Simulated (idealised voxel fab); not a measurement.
process module | voxel transistor to metal
cross-section cut | 280 nm wide | cells 5 nm
A cross-section is a grid of square cells, given in bands from the top down. A band is one or more rows of cells.
Each band's line starts with the height of the band's top and of its bottom, in nm. Then come its materials from left to right, each with its width in nm. One material with "throughout" fills the band from edge to edge. "air" is empty space.
Height 0 is the level under which the wafer as received is all one material. The lowest band goes on downwards, as in "0 down".
A width such as "30 to 40" changes by the same amount from each row of cells to the next, from the band's top row to its bottom row.
"no change" after a step means that no cell of the cross-section changed.
closed voids: empty space of 8 cells or more with no open way to the top, each as width x height at its distance from the left edge, in nm
after a step's settings: what the simulator itself notes on the step
overlay nm, on a step with a mask: how far to the right of its planned place the mask lay; to the left if negative
plan
1 op RECEIVE | material Si
2 op OXIDIZE | depth nm 5
3 op CONFORMAL_DEP | material SiN | thk nm 10
4 op MASKED_ETCH | tone cover | mask id ACTIVE | width nm 105 | pitch nm 125 | etch materials SiN | depth nm 10 | overlay nm 0
5 op MASKED_ETCH | tone cover | mask id ACTIVE | width nm 105 | pitch nm 125 | etch materials SiO2 | depth nm 5 | overlay nm 0
6 op MASKED_ETCH | tone cover | mask id ACTIVE | width nm 105 | pitch nm 125 | etch materials Si | depth nm 35 | overlay nm 0
7 op FILL_DEP | material SiO2 | thk nm 5
8 op CMP | height nm 10
9 op SELECTIVE_ETCH | etch materials SiO2 | depth nm 10
10 op STRIP | etch materials SiN
11 op SELECTIVE_ETCH | etch materials SiO2 | depth nm 5
12 op OXIDIZE | depth nm 5
13 op DIRECTIONAL_DEP | material polySi | thk nm 20
14 op DIRECTIONAL_DEP | material SiCN | thk nm 15
15 op PATTERN | tone cover | mask id GATE | material resist | width nm 25 | pitch nm 125 | thk nm 15 | overlay nm 0
16 op DIRECTIONAL_ETCH | etch materials SiCN | depth nm 25
17 op DIRECTIONAL_ETCH | etch materials polySi | depth nm 30
18 op STRIP | etch materials resist
19 op CONFORMAL_DEP | material SiO2 | thk nm 5
20 op DIRECTIONAL_ETCH | etch materials SiO2 | depth nm 5
21 op CONFORMAL_DEP | material SiN | thk nm 5
22 op DIRECTIONAL_ETCH | etch materials SiN | depth nm 5
23 op DIRECTIONAL_ETCH | etch materials SiO2 | depth nm 5
24 op DIRECTIONAL_ETCH | etch materials Si | depth nm 10
25 op EPI | material SiGe | thk nm 10
26 op FILL_DEP | material SiO2 | thk nm 5
27 op CMP | height nm 30
28 op DIRECTIONAL_DEP | material SiO2 | thk nm 10
29 op MASKED_ETCH | tone open | mask id CONTACT | width nm 20 | etch materials SiO2 | depth nm 50 | overlay nm 0
30 op CONFORMAL_DEP | material TiN | thk nm 5
31 op FILL_DEP | material W | thk nm 5
32 op CMP | height nm 40
33 op CONFORMAL_DEP | material SiN | thk nm 5
34 op DIRECTIONAL_DEP | material lowk | thk nm 15
35 op PATTERN | tone open | mask id METAL_1 | material resist | width nm 20 | thk nm 15 | overlay nm 0
36 op DIRECTIONAL_ETCH | etch materials lowk | depth nm 15
37 op DIRECTIONAL_ETCH | etch materials SiN | depth nm 5
38 op STRIP | etch materials resist
39 op CONFORMAL_DEP | material TiN | thk nm 5
40 op FILL_DEP | material Cu | thk nm 5
41 op CMP | height nm 60
42 op CONFORMAL_DEP | material SiCN | thk nm 5
43 op DIRECTIONAL_DEP | material SiO2 | thk nm 30
44 op MASKED_ETCH | tone open | mask id METAL_2_HOLES | width nm 15 | pitch nm 125 | etch materials SiO2 | depth nm 30 | overlay nm 0
45 op MASKED_ETCH | tone open | mask id METAL_2 | width nm 20 | pitch nm 125 | etch materials SiO2 | depth nm 15 | overlay nm 0
46 op MASKED_ETCH | tone open | mask id METAL_2 | width nm 20 | pitch nm 125 | etch materials SiCN | depth nm 5 | overlay nm 0
47 op CONFORMAL_DEP | material TiN | thk nm 5
48 op FILL_DEP | material Cu | thk nm 5
49 op CMP | height nm 95
50 op CONFORMAL_DEP | material SiCN | thk nm 5
as received, after step 1
  0 down: Si throughout
  closed voids: none
first wafer at the end, as planned
  100 to 95: SiCN throughout
  95 to 85: SiO2 30 | TiN 5 | Cu 10 | TiN 5 | SiO2 105 | TiN 5 | Cu 10 | TiN 5 | SiO2 105
  85 to 80: SiO2 30 | TiN 5 | Cu 5 | TiN 10 | SiO2 105 | TiN 5 | Cu 5 | TiN 10 | SiO2 105
  80 to 65: SiO2 30 | TiN 5 | Cu 5 | TiN 5 | SiO2 110 | TiN 5 | Cu 5 | TiN 5 | SiO2 110
  65 to 60: SiCN 30 | TiN 15 | SiCN 110 | TiN 15 | SiCN 110
  60 to 45: lowk 30 | TiN 5 | Cu 10 | TiN 5 | lowk 55 | TiN 5 | Cu 10 | TiN 5 | lowk 30 | TiN 5 | Cu 10 | TiN 5 | lowk 55 | TiN 5 | Cu 10 | TiN 5 | lowk 30
  45 to 40: SiN 30 | TiN 20 | SiN 55 | TiN 20 | SiN 30 | TiN 20 | SiN 55 | TiN 20 | SiN 30
  40 to 30: SiO2 30 | TiN 5 | W 10 | TiN 5 | SiO2 55 | TiN 5 | W 10 | TiN 5 | SiO2 30 | TiN 5 | W 10 | TiN 5 | SiO2 55 | TiN 5 | W 10 | TiN 5 | SiO2 30
  30 to 15: SiO2 30 | TiN 5 | W 10 | TiN 5 | SiO2 5 | SiN 5 | SiO2 5 | SiCN 25 | SiO2 5 | SiN 5 | SiO2 5 | TiN 5 | W 10 | TiN 5 | SiO2 30 | TiN 5 | W 10 | TiN 5 | SiO2 5 | SiN 5 | SiO2 5 | SiCN 25 | SiO2 5 | SiN 5 | SiO2 5 | TiN 5 | W 10 | TiN 5 | SiO2 30
  15 to 5: SiO2 30 | TiN 5 | W 10 | TiN 5 | SiO2 5 | SiN 5 | SiO2 5 | polySi 25 | SiO2 5 | SiN 5 | SiO2 5 | TiN 5 | W 10 | TiN 5 | SiO2 30 | TiN 5 | W 10 | TiN 5 | SiO2 5 | SiN 5 | SiO2 5 | polySi 25 | SiO2 5 | SiN 5 | SiO2 5 | TiN 5 | W 10 | TiN 5 | SiO2 30
  5 to 0: SiO2 30 | TiN 5 | W 5 | TiN 10 | SiO2 5 | SiN 5 | SiO2 5 | polySi 25 | SiO2 5 | SiN 5 | SiO2 5 | TiN 10 | W 5 | TiN 5 | SiO2 30 | TiN 5 | W 5 | TiN 10 | SiO2 5 | SiN 5 | SiO2 5 | polySi 25 | SiO2 5 | SiN 5 | SiO2 5 | TiN 10 | W 5 | TiN 5 | SiO2 30
  0 to -5: SiO2 30 | TiN 5 | W 5 | TiN 5 | SiGe 10 | SiN 5 | SiO2 5 | polySi 25 | SiO2 5 | SiN 5 | SiGe 10 | TiN 5 | W 5 | TiN 5 | SiO2 30 | TiN 5 | W 5 | TiN 5 | SiGe 10 | SiN 5 | SiO2 5 | polySi 25 | SiO2 5 | SiN 5 | SiGe 10 | TiN 5 | W 5 | TiN 5 | SiO2 30
  -5 to -10: SiO2 30 | TiN 15 | SiGe 10 | SiO2 45 | SiGe 10 | TiN 15 | SiO2 30 | TiN 15 | SiGe 10 | SiO2 45 | SiGe 10 | TiN 15 | SiO2 30
  -10 to -20: SiO2 25 | SiGe 30 | Si 45 | SiGe 30 | SiO2 20 | SiGe 30 | Si 45 | SiGe 30 | SiO2 25
  -20 to -40: SiO2 25 | Si 105 | SiO2 20 | Si 105 | SiO2 25
  -40 down: Si throughout
  closed voids: none
second wafer at the end: like start, like plan, one mistake
  100 to 95: SiCN throughout
  95 to 85: SiO2 30 | TiN 5 | Cu 10 | TiN 5 | SiO2 105 | TiN 5 | Cu 10 | TiN 5 | SiO2 105
  85 to 80: SiO2 30 | TiN 5 | Cu 5 | TiN 10 | SiO2 105 | TiN 5 | Cu 5 | TiN 10 | SiO2 105
  80 to 65: SiO2 30 | TiN 5 | Cu 5 | TiN 5 | SiO2 110 | TiN 5 | Cu 5 | TiN 5 | SiO2 110
  65 to 60: SiCN 30 | TiN 15 | SiCN 110 | TiN 15 | SiCN 110
  60 to 45: Cu 25 | TiN 5 | lowk 20 | TiN 5 | Cu 45 | TiN 5 | lowk 20 | TiN 5 | Cu 20 | TiN 5 | lowk 20 | TiN 5 | Cu 45 | TiN 5 | lowk 20 | TiN 5 | Cu 25
  45 to 40: TiN 30 | SiN 20 | TiN 55 | SiN 20 | TiN 30 | SiN 20 | TiN 55 | SiN 20 | TiN 30
  40 to 30: SiO2 30 | TiN 5 | W 10 | TiN 5 | SiO2 55 | TiN 5 | W 10 | TiN 5 | SiO2 30 | TiN 5 | W 10 | TiN 5 | SiO2 55 | TiN 5 | W 10 | TiN 5 | SiO2 30
  30 to 15: SiO2 30 | TiN 5 | W 10 | TiN 5 | SiO2 5 | SiN 5 | SiO2 5 | SiCN 25 | SiO2 5 | SiN 5 | SiO2 5 | TiN 5 | W 10 | TiN 5 | SiO2 30 | TiN 5 | W 10 | TiN 5 | SiO2 5 | SiN 5 | SiO2 5 | SiCN 25 | SiO2 5 | SiN 5 | SiO2 5 | TiN 5 | W 10 | TiN 5 | SiO2 30
  15 to 5: SiO2 30 | TiN 5 | W 10 | TiN 5 | SiO2 5 | SiN 5 | SiO2 5 | polySi 25 | SiO2 5 | SiN 5 | SiO2 5 | TiN 5 | W 10 | TiN 5 | SiO2 30 | TiN 5 | W 10 | TiN 5 | SiO2 5 | SiN 5 | SiO2 5 | polySi 25 | SiO2 5 | SiN 5 | SiO2 5 | TiN 5 | W 10 | TiN 5 | SiO2 30
  5 to 0: SiO2 30 | TiN 5 | W 5 | TiN 10 | SiO2 5 | SiN 5 | SiO2 5 | polySi 25 | SiO2 5 | SiN 5 | SiO2 5 | TiN 10 | W 5 | TiN 5 | SiO2 30 | TiN 5 | W 5 | TiN 10 | SiO2 5 | SiN 5 | SiO2 5 | polySi 25 | SiO2 5 | SiN 5 | SiO2 5 | TiN 10 | W 5 | TiN 5 | SiO2 30
  0 to -5: SiO2 30 | TiN 5 | W 5 | TiN 5 | SiGe 10 | SiN 5 | SiO2 5 | polySi 25 | SiO2 5 | SiN 5 | SiGe 10 | TiN 5 | W 5 | TiN 5 | SiO2 30 | TiN 5 | W 5 | TiN 5 | SiGe 10 | SiN 5 | SiO2 5 | polySi 25 | SiO2 5 | SiN 5 | SiGe 10 | TiN 5 | W 5 | TiN 5 | SiO2 30
  -5 to -10: SiO2 30 | TiN 15 | SiGe 10 | SiO2 45 | SiGe 10 | TiN 15 | SiO2 30 | TiN 15 | SiGe 10 | SiO2 45 | SiGe 10 | TiN 15 | SiO2 30
  -10 to -20: SiO2 25 | SiGe 30 | Si 45 | SiGe 30 | SiO2 20 | SiGe 30 | Si 45 | SiGe 30 | SiO2 25
  -20 to -40: SiO2 25 | Si 105 | SiO2 20 | Si 105 | SiO2 25
  -40 down: Si throughout
  closed voids: none
what went wrong: step 35 ran as: op PATTERN | tone cover | mask id METAL_1 | material resist | width nm 20 | thk nm 15 | overlay nm 0
at the end the second wafer has, in cells: 72 more of Cu | 24 fewer of SiN | 24 more of TiN | 72 fewer of lowk
